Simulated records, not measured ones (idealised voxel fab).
process module | voxel self aligned contacts
cross-section cut | 180 nm wide | cells 5 nm
A cross-section is a grid of square cells, given in bands from the top down. A band is one or more rows of cells.
Each band's line starts with the height of the band's top and of its bottom, in nm. Then come its materials from left to right, each with its width in nm. One material with "throughout" fills the band from edge to edge. "air" is empty space.
Height 0 is the level under which the wafer as received is all one material. The lowest band goes on downwards, as in "0 down".
A width such as "30 to 40" changes by the same amount from each row of cells to the next, from the band's top row to its bottom row.
"no change" after a step means that no cell of the cross-section changed.
closed voids: empty space of 8 cells or more with no open way to the top, each as width x height at its distance from the left edge, in nm
after a step's settings: what the simulator itself notes on the step
overlay nm, on a step with a mask: how far to the right of its planned place the mask lay; to the left if negative
Each pair below shows a cross-section before one step and the cross-section after it, down to the lowest band that changed. The line under each pair gives the step between them, with its settings. The pairs can come from different runs of this module on the same starting wafer, so a pair continues from the pair above only where its "before" says so.
before
  55 to 35: air 30 | SiN 50 | air 15 | SiN 50 | air 35
  35 to 5: Ru throughout
  5 to 0: SiO2 throughout
  0 down: Si throughout
  closed voids: none
after
  70 to 55: SiO2 throughout
  55 to 35: SiO2 30 | SiN 50 | SiO2 15 | SiN 50 | SiO2 35
  below 35: unchanged
  closed voids: none
the step between: op FILL_DEP | material SiO2 | thk nm 15
before: the cross-section after the pair above
after
  65 to 55: SiO2 throughout
  below 55: unchanged
  closed voids: none
the step between: op CMP | height nm 65
before: the cross-section after the pair above
after
  85 to 65: resist 65 | air 45 | resist 70
  below 65: unchanged
  closed voids: none
the step between: op PATTERN | tone open | mask id CONTACT | material resist | width nm 45 | thk nm 20 | overlay nm 0
before: the cross-section after the pair above
after
  85 to 65: resist 65 | air 45 | resist 70
  65 to 55: SiO2 65 | air 45 | SiO2 70
  55 to 35: SiO2 30 | SiN 50 | air 15 | SiN 50 | SiO2 35
  below 35: unchanged
  closed voids: none
the step between: op DIRECTIONAL_ETCH | etch materials SiO2 | depth nm 65
before: the cross-section after the pair above
after
  65 to 55: SiO2 65 | air 45 | SiO2 70
  below 55: unchanged
  closed voids: none
the step between: op STRIP | etch materials resist
before: the cross-section after the pair above
after
  70 to 65: TiN 70 | air 35 | TiN 75
  65 to 55: SiO2 65 | TiN 5 to 20 | air 35 to 5 | TiN 5 to 20 | SiO2 70
  55 to 40: SiO2 30 | SiN 50 | TiN 5 | air 5 | TiN 5 | SiN 50 | SiO2 35
  40 to 35: SiO2 30 | SiN 50 | TiN 15 | SiN 50 | SiO2 35
  below 35: unchanged
  closed voids: none
the step between: op CONFORMAL_DEP | material TiN | thk nm 5
before: the cross-section after the pair above
after
  80 to 70: Ru throughout
  70 to 65: TiN 70 | Ru 35 | TiN 75
  65 to 55: SiO2 65 | TiN 5 to 20 | Ru 35 to 5 | TiN 5 to 20 | SiO2 70
  55 to 40: SiO2 30 | SiN 50 | TiN 5 | Ru 5 | TiN 5 | SiN 50 | SiO2 35
  below 40: unchanged
  closed voids: none
the step between: op FILL_DEP | material Ru | thk nm 10
before: the cross-section after the pair above
after
  65 to 55: SiO2 65 | TiN 5 to 20 | Ru 35 to 5 | TiN 5 to 20 | SiO2 70
  below 55: unchanged
  closed voids: none
the step between: op CMP | height nm 65
before: the cross-section after the pair above
after
  70 to 65: SiN throughout
  below 65: unchanged
  closed voids: none
the step between: op CONFORMAL_DEP | material SiN | thk nm 5
before
  65 to 55: SiO2 throughout
  55 to 35: SiO2 30 | SiN 50 | SiO2 15 | SiN 50 | SiO2 35
  35 to 5: SiO2 30 | SiN 10 | polySi 30 | SiN 10 | SiO2 15 | SiN 10 | polySi 30 | SiN 10 | SiO2 35
  5 to 0: SiO2 throughout
  0 down: Si throughout
  closed voids: none
after
  85 to 65: air 65 | resist 45 | air 70
  below 65: unchanged
  closed voids: none
the step between: op PATTERN | tone cover | mask id CONTACT | material resist | width nm 45 | thk nm 20 | overlay nm 0
before: the cross-section after the pair above
after
  85 to 65: air 65 | resist 45 | air 70
  65 to 55: air 65 | SiO2 45 | air 70
  55 to 35: air 30 | SiN 50 | SiO2 15 | SiN 50 | air 35
  35 to 5: air 30 | SiN 10 | polySi 30 | SiN 10 | SiO2 15 | SiN 10 | polySi 30 | SiN 10 | air 35
  5 to 0: air 30 | SiO2 115 | air 35
  below 0: unchanged
  closed voids: none
the step between: op DIRECTIONAL_ETCH | etch materials SiO2 | depth nm 65
before: the cross-section after the pair above
after
  65 to 55: air 65 | SiO2 45 | air 70
  below 55: unchanged
  closed voids: none
the step between: op STRIP | etch materials resist
before: the cross-section after the pair above
after
  70 to 65: air 60 | TiN 55 | air 65
  65 to 55: air 60 to 25 | TiN 5 to 40 | SiO2 45 | TiN 5 to 40 | air 65 to 30
  55 to 35: air 25 | TiN 5 | SiN 50 | SiO2 15 | SiN 50 | TiN 5 | air 30
  35 to 5: air 25 | TiN 5 | SiN 10 | polySi 30 | SiN 10 | SiO2 15 | SiN 10 | polySi 30 | SiN 10 | TiN 5 | air 30
  5 to 0: TiN 30 | SiO2 115 | TiN 35
  below 0: unchanged
  closed voids: none
the step between: op CONFORMAL_DEP | material TiN | thk nm 5
before: the cross-section after the pair above
after
  80 to 70: Ru throughout
  70 to 65: Ru 60 | TiN 55 | Ru 65
  65 to 55: Ru 60 to 25 | TiN 5 to 40 | SiO2 45 | TiN 5 to 40 | Ru 65 to 30
  55 to 35: Ru 25 | TiN 5 | SiN 50 | SiO2 15 | SiN 50 | TiN 5 | Ru 30
  35 to 5: Ru 25 | TiN 5 | SiN 10 | polySi 30 | SiN 10 | SiO2 15 | SiN 10 | polySi 30 | SiN 10 | TiN 5 | Ru 30
  below 5: unchanged
  closed voids: none
the step between: op FILL_DEP | material Ru | thk nm 10
before: the cross-section after the pair above
after
  65 to 55: Ru 60 to 25 | TiN 5 to 40 | SiO2 45 | TiN 5 to 40 | Ru 65 to 30
  below 55: unchanged
  closed voids: none
the step between: op CMP | height nm 65
before: the cross-section after the pair above
after
  70 to 65: SiN throughout
  below 65: unchanged
  closed voids: none
the step between: op CONFORMAL_DEP | material SiN | thk nm 5
